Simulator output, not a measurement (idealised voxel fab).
The name of this process module is voxel tone inversion.
Xsec cut, 245 nm wide, square cell size 5 nm.
Square cells in a grid make up a cross-section in this document, and the grid is given as bands, listed from the top down, each one or more rows of cells.
The band entry comprises the height of the band's top followed by the height of its bottom, expressed in nm, and subsequently the band's materials from left to right, each stated together with its width in nm. Where a single material is marked with the word "throughout", that material fills the band from edge to edge. The word "air" represents empty space.
For the purposes of this specification, 0 denotes the height below which the wafer in its as-received condition is composed wholly of one material, and the lowermost band, lacking a lower limit, extends downward without end, as expressed in "0 and below".
Width spec "30..40" -> top row of cells at first value, bottom row at second value, equal per-row change in between.
When a step is marked "everything unchanged", none of the cells in the cross-section changed during that step.
The entry "closed voids" lists the empty spaces that cover at least 8 cells and have no open path to the top. Each is written as width x height at distance, where the distance is measured from the left edge and all three values are in nm.
On each step's line, the part that comes after the settings is the simulator's own comment on the step.
On any step carrying a mask, the "overlay nm" setting, if present on the step's line, tells how far right of its planned place the mask lay; negative values point to the left.

-- Set out below are the planned steps of the process
1. op RECEIVE | material Si
2. op CONFORMAL_DEP | material SiN | thk nm 5
3. op DIRECTIONAL_DEP | material polySi | thk nm 15
4. op PATTERN | tone cover | mask id POSTS | material resist | width nm 20 | pitch nm 40 | thk nm 20 | overlay nm 0
5. op DIRECTIONAL_ETCH | etch materials polySi | depth nm 15
6. op STRIP | etch materials resist
7. op FILL_DEP | material SiO2 | thk nm 5
8. op CMP | height nm 20
9. op STRIP | etch materials polySi

-- As-received state of the wafer in cross-section, equivalent to post-step 1
    0 and below = Si throughout
    closed voids: none

-- What the wafer looks like in cross-section after this module, when it starts as shown above and follows the plan above but one mistake is made in running it
    20 down to 15 = SiO2 throughout
    15 down to 0 = SiO2=50, polySi=20, SiO2=20, polySi=20, SiO2=20, polySi=20, SiO2=20, polySi=20, SiO2=55
    0 and below = Si throughout
    closed voids: none
Here's what went sideways: step 2 of the plan was bypassed and not carried out
